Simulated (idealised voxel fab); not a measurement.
The following is a process module called voxel double patterning.
The figure presents cross-section cut, which has a width of 205 nm and is divided into square cells with an edge length of 5 nm.
Cross-section spec: square-cell grid; bands listed top down; each band is one or more rows.
This entry defines a band. It first specifies the height of the band's top and the height of its bottom in nm, and then specifies the band's materials from left to right, stating each material with its width in nm. The word "all across" identifies a single material that fills the band from edge to edge, while the word "empty" identifies empty space.
Height datum 0, below which the as-received substrate wafer is one material. Lowest band open at the bottom, running downward: "top 0, no bottom".
A width such as "30..40" changes by the same amount from each row of cells to the next, from the band's top row to its bottom row.
When a step is marked "nothing was modified", none of the cells in the cross-section changed during that step.
Basically, "closed voids" tells you about the enclosed voids: empty spaces with no open way to the top, 8 cells or bigger, each written width x height at distance, where distance is from the left edge, all in nm.
The remark found on a step's line after its settings is issued by the simulator itself and pertains to that step.
A step line may carry the setting "overlay nm", which, for steps involving a mask, states the distance by which the mask lay to the right of its intended position; negative values denote displacement to the left.

**The steps planned for the process are as follows**
1,op RECEIVE | material Si
2,op CONFORMAL_DEP | material SiO2 | thk nm 10
3,op DIRECTIONAL_DEP | material TiN | thk nm 10
4,op DIRECTIONAL_DEP | material SiN | thk nm 5
5,op MASKED_ETCH | tone open | mask id FIRST | width nm 15 | pitch nm 50 | etch materials SiN | depth nm 5 | overlay nm 0
6,op DIRECTIONAL_DEP | material aC | thk nm 15
7,op PATTERN | tone open | mask id SECOND | material resist | width nm 15 | pitch nm 50 | thk nm 30 | overlay nm 0
8,op DIRECTIONAL_ETCH | etch materials aC | depth nm 15
9,op STRIP | etch materials resist
10,op DIRECTIONAL_ETCH | etch materials SiN | depth nm 5
11,op STRIP | etch materials aC
12,op DIRECTIONAL_ETCH | etch materials TiN | depth nm 10
13,op STRIP | etch materials SiN

**Cross-section of the wafer at receipt, which is the condition after step 1**
top 0, no bottom  Si all across
closed voids: none

**First of two wafers, end-of-module section, run followed plan**
top 20, bottom 10  45 TiN, 15 empty, 10 TiN, 15 empty, 10 TiN, 15 empty, 10 TiN, 15 empty, 10 TiN, 15 empty, 45 TiN
top 10, bottom 0  SiO2 all across
top 0, no bottom  Si all across
closed voids: none

**Cross-sectional view of the second of two wafers upon completion of the module. This wafer shared its starting condition and process plan with the first; one error was made during its execution**
top 20, bottom 10  45 empty, 15 TiN, 35 empty, 15 TiN, 35 empty, 15 TiN, 45 empty
top 10, bottom 0  SiO2 all across
top 0, no bottom  Si all across
closed voids: none
The plan and the run diverged here: step 5 ran with different settings than intended, the actual operation and settings being op MASKED_ETCH | tone cover | mask id FIRST | width nm 15 | pitch nm 50 | etch materials SiN | depth nm 5 | overlay nm 0
Once processing is complete, comparing cell counts shows that the second wafer has more or fewer of certain materials than the first: 34 fewer of TiN
